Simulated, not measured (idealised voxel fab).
This is a process module. Its name is voxel capacitor over wiring.
Displayed cross-section: cut, width of 240 nm, square cells sized 5 nm.
In what follows, cross-sections appear as grids of square cells, described through bands that run from the top down, where every band is one or more rows of cells. This entry defines a band. It first specifies the height of the band's top and the height of its bottom in nm, and then specifies the band's materials from left to right, stating each material with its width in nm. The word "all across" identifies a single material that fills the band from edge to edge, while the word "blank" identifies empty space. Beneath 0, the wafer as received is one material, and that level is where height counting begins. The lowest band goes on downward without a bottom; it is written like "top 0, no bottom". Graded width ("30..40"): value in top row of band = first number; value in bottom row = second number; row-to-row change constant. You'll sometimes find "no modification" written for a step, and that's the way of saying that nowhere in the cross-section did a cell change during that step. What "Closed void catalog" gives you is every empty space of 8 cells or more that is cut off from the top. Each appears as width x height at distance, with the distance taken from the left edge and width, height and distance all in nm. Step line, after settings: the simulator's comment on this step. "overlay nm", when on a step's line for a step with a mask, measures how far to the right of its planned place the mask lay; a negative measure means to the left.

**Planned step list for the process**
1) RECEIVE: material Si
2) CONFORMAL_DEP: material SiO2, thk nm 10
3) DIRECTIONAL_DEP: material TiN, thk nm 5
4) DIRECTIONAL_DEP: material Ru, thk nm 15
5) DIRECTIONAL_DEP: material aC, thk nm 15
6) PATTERN: tone cover, mask id METAL_1, material resist, width nm 30, pitch nm 85, thk nm 35, overlay nm 0
7) DIRECTIONAL_ETCH: etch materials aC, depth nm 15
8) STRIP: etch materials resist
9) DIRECTIONAL_ETCH: etch materials Ru, depth nm 15
10) DIRECTIONAL_ETCH: etch materials TiN, depth nm 5
11) STRIP: etch materials aC
12) CONFORMAL_DEP: material SiCN, thk nm 5
13) FILL_DEP: material lowk, thk nm 5
14) CMP: height nm 30
15) CONFORMAL_DEP: material SiCN, thk nm 5
16) DIRECTIONAL_DEP: material SiO2, thk nm 20
17) MASKED_ETCH: tone open, mask id PLUG_1, width nm 15, etch materials SiO2, depth nm 20, overlay nm 0
18) MASKED_ETCH: tone open, mask id PLUG_1, width nm 15, etch materials SiCN, depth nm 5, overlay nm 0
19) EPI: material Ru, thk nm 10
20) EPI: material Ru, thk nm 10
21) EPI: material Ru, thk nm 5
22) DIRECTIONAL_DEP: material TiN, thk nm 10
23) DIRECTIONAL_DEP: material Al2O3, thk nm 5
24) DIRECTIONAL_DEP: material TiN, thk nm 10
25) DIRECTIONAL_DEP: material aC, thk nm 15
26) PATTERN: tone cover, mask id UPPER_PLATE, material resist, width nm 60, thk nm 30, overlay nm 0
27) DIRECTIONAL_ETCH: etch materials aC, depth nm 15
28) STRIP: etch materials resist
29) DIRECTIONAL_ETCH: etch materials TiN, depth nm 10
30) DIRECTIONAL_ETCH: etch materials Al2O3, depth nm 5
31) STRIP: etch materials aC
32) PATTERN: tone cover, mask id LOWER_PLATE, material resist, width nm 70, thk nm 15, overlay nm 0
33) DIRECTIONAL_ETCH: etch materials TiN, depth nm 10
34) STRIP: etch materials resist
35) FILL_DEP: material SiO2, thk nm 15
36) CMP: height nm 90
37) PATTERN: tone open, mask id PLUG_2, material resist, width nm 15, thk nm 20, overlay nm 0
38) DIRECTIONAL_ETCH: etch materials SiO2, depth nm 10
39) STRIP: etch materials resist
40) CONFORMAL_DEP: material TiN, thk nm 5
41) FILL_DEP: material W, thk nm 10
42) CMP: height nm 90
43) CONFORMAL_DEP: material SiN, thk nm 5

**Wafer at receipt (post step 1), cross-section**
	top 0, no bottom: Si all across
	Closed void catalog: none

**Module complete, cross-section. Starting point and plan per above. One mistake made in running the module**
	top 95, bottom 90: SiN all across
	top 90, bottom 80: SiO2=85; TiN=50; SiO2=105
	top 80, bottom 75: SiO2=90; Al2O3=45; SiO2=105
	top 75, bottom 70: SiO2=70; TiN=5; SiO2=15; TiN=50; SiO2=100
	top 70, bottom 60: SiO2=70..75; TiN=70..15; SiO2=100..150
	top 60, bottom 55: SiO2=75; Al2O3=15; SiO2=150
	top 55, bottom 45: SiO2=75; TiN=15; SiO2=150
	top 45, bottom 35: SiO2 all across
	top 35, bottom 30: SiCN all across
	top 30, bottom 15: lowk=55; SiCN=5; Ru=30; SiCN=5; lowk=45; SiCN=5; Ru=30; SiCN=5; lowk=60
	top 15, bottom 10: SiCN=60; TiN=30; SiCN=55; TiN=30; SiCN=65
	top 10, bottom 0: SiO2 all across
	top 0, no bottom: Si all across
	Closed void catalog: none
Nonconformance to the process plan: step 16 changed vs plan, executed as DIRECTIONAL_DEP: material SiO2, thk nm 30
